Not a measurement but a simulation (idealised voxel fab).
Documented hereafter: the process module known as voxel released beams.
FYI the section here is cut, 275 nm wide, cells are 5 nm squares.
Cross-section format: a grid of square cells, given as bands from top to bottom; each band is one or more rows of cells. Heads up on the band format: heights come first, top then bottom, in nm. After that it's the materials left to right, each with its width in nm. A single material flagged "edge to edge" fills the whole band edge to edge, and "empty" means there's empty space there. Heights from 0 (as-received wafer is one material below). Bottom band endless downward, as "from 0 down". You'd read "30 to 40" like this: the band's top row of cells is as wide as the first number, its bottom row is as wide as the second, and going down, every row changes width by the same amount as the row before did. Where a step carries "no modification", the cross-section came out of it unchanged, cell for cell. Under "Fully enclosed voids" you'll find the enclosed gaps, the ones with no way out to the top, that are 8 cells or bigger; each reads width x height at distance, with distance counted from the left edge, everything in nm. What comes after the settings on a step's line is commentary from the simulator itself on that step. overlay nm, on a step with a mask: how far to the right of its planned place the mask lay; to the left if negative.

Below is the list of planned process steps
- 1: RECEIVE [material Si]
- 2: CONFORMAL_DEP [material SiN] [thk nm 5]
- 3: DIRECTIONAL_DEP [material SiO2] [thk nm 15]
- 4: DIRECTIONAL_DEP [material aC] [thk nm 15]
- 5: PATTERN [tone open] [mask id ANCHOR] [material resist] [width nm 35] [thk nm 35] [overlay nm -15]
- 6: DIRECTIONAL_ETCH [etch materials aC] [depth nm 15]
- 7: STRIP [etch materials resist]
- 8: DIRECTIONAL_ETCH [etch materials SiO2] [depth nm 15]
- 9: STRIP [etch materials aC]
- 10: CONFORMAL_DEP [material W] [thk nm 15]
- 11: MASKED_ETCH [tone cover] [mask id BEAM] [width nm 90] [etch materials W] [depth nm 15] [overlay nm 0]
- 12: STRIP [etch materials SiO2]
varied across the wafers: overlay nm of step 5. The plan shows the first wafer's value. All wafers start alike

The first of several wafers as received, shown in cross-section; this is its state after step 1
	from 0 down | Si edge to edge
	Fully enclosed voids: none

End-of-module cross-section, first of several wafers, after last step 12
	from 35 to 20 | empty=90 | W=5 | empty=5 | W=80 | empty=95
	from 20 to 5 | empty=80 | W=35 | empty=160
	from 5 to 0 | SiN edge to edge
	from 0 down | Si edge to edge
	Fully enclosed voids: none

The module's end: a cross-section of the last wafer
	from 35 to 20 | empty=90 | W=35 | empty=5 | W=50 | empty=95
	from 20 to 5 | empty=110 | W=35 | empty=130
	from 5 to 0 | SiN edge to edge
	from 0 down | Si edge to edge
	Fully enclosed voids: none

Note: the following table is arranged by wafer, a row apiece. Each row reports the end-of-module state: per material, cells gained (+) or cells lost (-) compared with the wafer as received; closed voids follow
overlay nm -15, +55 SiN, +72 W, Fully enclosed voids: none
overlay nm -10, +55 SiN, +72 W, Fully enclosed voids: none
overlay nm -5, +55 SiN, +72 W, Fully enclosed voids: none
overlay nm 0, +55 SiN, +72 W, Fully enclosed voids: none
overlay nm 5, +55 SiN, +72 W, Fully enclosed voids: none
overlay nm 10, +55 SiN, +72 W, Fully enclosed voids: none
overlay nm 15, +55 SiN, +72 W, Fully enclosed voids: none
